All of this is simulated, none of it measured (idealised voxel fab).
process module | voxel self aligned vias
cross-section cut | 225 nm wide | cells 5 nm
A cross-section is a grid of square cells, given in bands from the top down. A band is one or more rows of cells.
Each band's line starts with the height of the band's top and of its bottom, in nm. Then come its materials from left to right, each with its width in nm. One material with "throughout" fills the band from edge to edge. "air" is empty space.
Height 0 is the level under which the wafer as received is all one material. The lowest band goes on downwards, as in "0 down".
A width such as "30 to 40" changes by the same amount from each row of cells to the next, from the band's top row to its bottom row.
"no change" after a step means that no cell of the cross-section changed.
closed voids: empty space of 8 cells or more with no open way to the top, each as width x height at its distance from the left edge, in nm
after a step's settings: what the simulator itself notes on the step
overlay nm, on a step with a mask: how far to the right of its planned place the mask lay; to the left if negative
plan
1 op RECEIVE | material Si
2 op CONFORMAL_DEP | material SiO2 | thk nm 10
3 op CONFORMAL_DEP | material SiCN | thk nm 5
4 op DIRECTIONAL_DEP | material lowk | thk nm 20
5 op MASKED_ETCH | tone open | mask id LINES | width nm 30 | pitch nm 55 | etch materials lowk | depth nm 20 | overlay nm 0
6 op CONFORMAL_DEP | material TiN | thk nm 5
7 op FILL_DEP | material Ru | thk nm 10
8 op CMP | height nm 35
9 op SELECTIVE_ETCH | etch materials W Ru TiN | depth nm 5
10 op FILL_DEP | material SiN | thk nm 5
11 op CMP | height nm 35
12 op DIRECTIONAL_DEP | material lowk | thk nm 15
13 op DIRECTIONAL_DEP | material aC | thk nm 10
14 op PATTERN | tone open | mask id VIAS | material resist | width nm 40 | pitch nm 55 | thk nm 30 | overlay nm 0
15 op DIRECTIONAL_ETCH | etch materials aC | depth nm 10
16 op STRIP | etch materials resist
17 op DIRECTIONAL_ETCH | etch materials lowk | depth nm 15
18 op DIRECTIONAL_ETCH | etch materials SiN | depth nm 5
19 op STRIP | etch materials aC
20 op CONFORMAL_DEP | material TiN | thk nm 5
21 op FILL_DEP | material Ru | thk nm 10
22 op CMP | height nm 50
23 op CONFORMAL_DEP | material SiN | thk nm 5
as received, after step 1
  0 down: Si throughout
  closed voids: none
a wafer at the end: this start, this plan, one mistake
  55 to 50: SiN throughout
  50 to 35: lowk 35 | TiN 5 | Ru 30 | TiN 5 | lowk 15 | TiN 5 | Ru 30 | TiN 5 | lowk 15 | TiN 5 | Ru 30 | TiN 5 | lowk 40
  35 to 30: lowk 35 | TiN 40 | lowk 15 | TiN 40 | lowk 15 | TiN 40 | lowk 40
  30 to 20: lowk 35 | TiN 10 | Ru 20 | TiN 10 | lowk 15 | TiN 10 | Ru 20 | TiN 10 | lowk 15 | TiN 10 | Ru 20 | TiN 10 | lowk 40
  20 to 15: lowk 40 | TiN 30 | lowk 25 | TiN 30 | lowk 25 | TiN 30 | lowk 45
  15 to 10: SiCN throughout
  10 to 0: SiO2 throughout
  0 down: Si throughout
  closed voids: none
what went wrong: step 17 was run twice
